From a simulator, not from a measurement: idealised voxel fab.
Proc. module: voxel trench capacitor
Cross-sectional view cut (width: 255 nm; square cell size: 5 nm).
Just so we're on the same page, the cross-sections are grids of square cells, and they're listed out in bands top to bottom, each band one or more rows deep.
This entry defines a band. It first specifies the height of the band's top and the height of its bottom in nm, and then specifies the band's materials from left to right, stating each material with its width in nm. The word "throughout" identifies a single material that fills the band from edge to edge, while the word "empty" identifies empty space.
Basically, 0 is our baseline, since under it the wafer straight out of the box is all one material. The bottom band has no lower end and keeps on going down, so it looks like "0 down".
Graded width ("30 to 40"): value in top row of band = first number; value in bottom row = second number; row-to-row change constant.
No cell of the cross-section changed in a step that is given as "no change occurred".
Reported under the label "Sealed void inventory" are the empty spaces having no open way to the top and comprising 8 cells or more; the notation for each is width x height at distance, in which the distance is measured from the left edge and all three values are in nm.
It should be noted that, on the line of a given step, the content following the step's settings is a remark produced by the simulator itself with respect to that step.
overlay nm: mask offset rightward from planned place, masked step; negative means leftward offset.

Steps planned for the process:
1,RECEIVE with material Si
2,CONFORMAL_DEP with material SiN, thk nm 5
3,PATTERN with tone open, mask id TRENCH, material resist, width nm 25, pitch nm 50, thk nm 20, overlay nm 0
4,DIRECTIONAL_ETCH with etch materials SiN, depth nm 5
5,DIRECTIONAL_ETCH with etch materials Si, depth nm 30
6,STRIP with etch materials resist
7,CONFORMAL_DEP with material HfO2, thk nm 5
8,CONFORMAL_DEP with material TiN, thk nm 5
9,FILL_DEP with material W, thk nm 10
10,CMP with height nm 5

Of two wafers, the first: run according to plan:

Cross-section of the incoming wafer, state after step 1:
> 0 down: Si throughout
> Sealed void inventory: none

You're looking at a cross-section of the wafer after step 2:
> 5 to 0: SiN throughout
> Note: structure below 0 unchanged.

You're looking at a cross-section of the wafer after step 3:
> 25 to 5: resist=65 / empty=25 / resist=25 / empty=25 / resist=25 / empty=25 / resist=65
> Note: structure below 5 unchanged.

You're looking at a cross-section of the wafer after step 4:
> 25 to 5: resist=65 / empty=25 / resist=25 / empty=25 / resist=25 / empty=25 / resist=65
> 5 to 0: SiN=65 / empty=25 / SiN=25 / empty=25 / SiN=25 / empty=25 / SiN=65
> Note: structure below 0 unchanged.

You're looking at a cross-section of the wafer after step 5:
> 25 to 5: resist=65 / empty=25 / resist=25 / empty=25 / resist=25 / empty=25 / resist=65
> 5 to 0: SiN=65 / empty=25 / SiN=25 / empty=25 / SiN=25 / empty=25 / SiN=65
> 0 to -30: Si=65 / empty=25 / Si=25 / empty=25 / Si=25 / empty=25 / Si=65
> Note: structure below -30 unchanged.

You're looking at a cross-section of the wafer after step 6:
> 5 to 0: SiN=65 / empty=25 / SiN=25 / empty=25 / SiN=25 / empty=25 / SiN=65
> Note: structure below 0 unchanged.

You're looking at a cross-section of the wafer after step 7:
> 10 to 5: HfO2=70 / empty=15 / HfO2=35 / empty=15 / HfO2=35 / empty=15 / HfO2=70
> 5 to 0: SiN=65 / HfO2=5 / empty=15 / HfO2=5 / SiN=25 / HfO2=5 / empty=15 / HfO2=5 / SiN=25 / HfO2=5 / empty=15 / HfO2=5 / SiN=65
> 0 to -25: Si=65 / HfO2=5 / empty=15 / HfO2=5 / Si=25 / HfO2=5 / empty=15 / HfO2=5 / Si=25 / HfO2=5 / empty=15 / HfO2=5 / Si=65
> -25 to -30: Si=65 / HfO2=25 / Si=25 / HfO2=25 / Si=25 / HfO2=25 / Si=65
> Note: structure below -30 unchanged.

You're looking at a cross-section of the wafer after step 8:
> 15 to 10: TiN=75 / empty=5 / TiN=45 / empty=5 / TiN=45 / empty=5 / TiN=75
> 10 to 5: HfO2=70 / TiN=5 / empty=5 / TiN=5 / HfO2=35 / TiN=5 / empty=5 / TiN=5 / HfO2=35 / TiN=5 / empty=5 / TiN=5 / HfO2=70
> 5 to 0: SiN=65 / HfO2=5 / TiN=5 / empty=5 / TiN=5 / HfO2=5 / SiN=25 / HfO2=5 / TiN=5 / empty=5 / TiN=5 / HfO2=5 / SiN=25 / HfO2=5 / TiN=5 / empty=5 / TiN=5 / HfO2=5 / SiN=65
> 0 to -20: Si=65 / HfO2=5 / TiN=5 / empty=5 / TiN=5 / HfO2=5 / Si=25 / HfO2=5 / TiN=5 / empty=5 / TiN=5 / HfO2=5 / Si=25 / HfO2=5 / TiN=5 / empty=5 / TiN=5 / HfO2=5 / Si=65
> -20 to -25: Si=65 / HfO2=5 / TiN=15 / HfO2=5 / Si=25 / HfO2=5 / TiN=15 / HfO2=5 / Si=25 / HfO2=5 / TiN=15 / HfO2=5 / Si=65
> Note: structure below -25 unchanged.

You're looking at a cross-section of the wafer after step 9:
> 25 to 15: W throughout
> 15 to 10: TiN=75 / W=5 / TiN=45 / W=5 / TiN=45 / W=5 / TiN=75
> 10 to 5: HfO2=70 / TiN=5 / W=5 / TiN=5 / HfO2=35 / TiN=5 / W=5 / TiN=5 / HfO2=35 / TiN=5 / W=5 / TiN=5 / HfO2=70
> 5 to 0: SiN=65 / HfO2=5 / TiN=5 / W=5 / TiN=5 / HfO2=5 / SiN=25 / HfO2=5 / TiN=5 / W=5 / TiN=5 / HfO2=5 / SiN=25 / HfO2=5 / TiN=5 / W=5 / TiN=5 / HfO2=5 / SiN=65
> 0 to -20: Si=65 / HfO2=5 / TiN=5 / W=5 / TiN=5 / HfO2=5 / Si=25 / HfO2=5 / TiN=5 / W=5 / TiN=5 / HfO2=5 / Si=25 / HfO2=5 / TiN=5 / W=5 / TiN=5 / HfO2=5 / Si=65
> Note: structure below -20 unchanged.

You're looking at a cross-section of the wafer after step 10:
> 5 to 0: SiN=65 / HfO2=5 / TiN=5 / W=5 / TiN=5 / HfO2=5 / SiN=25 / HfO2=5 / TiN=5 / W=5 / TiN=5 / HfO2=5 / SiN=25 / HfO2=5 / TiN=5 / W=5 / TiN=5 / HfO2=5 / SiN=65
> Note: structure below 0 unchanged.

It is to be noted that the second wafer proceeded from the same initial state and according to the same plan as the first, although one mistake was committed in its execution; through step 2, inclusive, the two wafers share an identical history:

Second wafer, sectioned view, at step 3's planned end time:
> 25 to 5: resist=70 / empty=20 / resist=30 / empty=20 / resist=30 / empty=20 / resist=65
> Note: structure below 5 unchanged.

Second wafer, sectioned view, at step 4's planned end time:
> 25 to 5: resist=70 / empty=20 / resist=30 / empty=20 / resist=30 / empty=20 / resist=65
> 5 to 0: SiN=70 / empty=20 / SiN=30 / empty=20 / SiN=30 / empty=20 / SiN=65
> Note: structure below 0 unchanged.

Second wafer, sectioned view, at step 5's planned end time:
> 25 to 5: resist=70 / empty=20 / resist=30 / empty=20 / resist=30 / empty=20 / resist=65
> 5 to 0: SiN=70 / empty=20 / SiN=30 / empty=20 / SiN=30 / empty=20 / SiN=65
> 0 to -30: Si=70 / empty=20 / Si=30 / empty=20 / Si=30 / empty=20 / Si=65
> Note: structure below -30 unchanged.

Second wafer, sectioned view, at step 6's planned end time:
> 5 to 0: SiN=70 / empty=20 / SiN=30 / empty=20 / SiN=30 / empty=20 / SiN=65
> Note: structure below 0 unchanged.

Second wafer, sectioned view, at step 7's planned end time:
> 10 to 5: HfO2=75 / empty=10 / HfO2=40 / empty=10 / HfO2=40 / empty=10 / HfO2=70
> 5 to 0: SiN=70 / HfO2=5 / empty=10 / HfO2=5 / SiN=30 / HfO2=5 / empty=10 / HfO2=5 / SiN=30 / HfO2=5 / empty=10 / HfO2=5 / SiN=65
> 0 to -25: Si=70 / HfO2=5 / empty=10 / HfO2=5 / Si=30 / HfO2=5 / empty=10 / HfO2=5 / Si=30 / HfO2=5 / empty=10 / HfO2=5 / Si=65
> -25 to -30: Si=70 / HfO2=20 / Si=30 / HfO2=20 / Si=30 / HfO2=20 / Si=65
> Note: structure below -30 unchanged.

Second wafer, sectioned view, at step 8's planned end time:
> 15 to 10: TiN throughout
> 10 to 5: HfO2=75 / TiN=10 / HfO2=40 / TiN=10 / HfO2=40 / TiN=10 / HfO2=70
> 5 to 0: SiN=70 / HfO2=5 / TiN=10 / HfO2=5 / SiN=30 / HfO2=5 / TiN=10 / HfO2=5 / SiN=30 / HfO2=5 / TiN=10 / HfO2=5 / SiN=65
> 0 to -25: Si=70 / HfO2=5 / TiN=10 / HfO2=5 / Si=30 / HfO2=5 / TiN=10 / HfO2=5 / Si=30 / HfO2=5 / TiN=10 / HfO2=5 / Si=65
> Note: structure below -25 unchanged.

Second wafer, sectioned view, at step 9's planned end time:
> 25 to 15: W throughout
> Note: structure below 15 unchanged.

Second wafer, sectioned view, at step 10's planned end time:
> 5 to 0: SiN=70 / HfO2=5 / TiN=10 / HfO2=5 / SiN=30 / HfO2=5 / TiN=10 / HfO2=5 / SiN=30 / HfO2=5 / TiN=10 / HfO2=5 / SiN=65
> Note: structure below 0 unchanged.
The mistake made against the process plan was this: step 3 went in with a setting other than planned; the actual run was PATTERN with tone open, mask id TRENCH, material resist, width nm 20, pitch nm 50, thk nm 20, overlay nm 0
Final comparison by cell count, materials where the second wafer has more or fewer than the first: HfO2 -3; Si +18; SiN +3; TiN -3; W -15
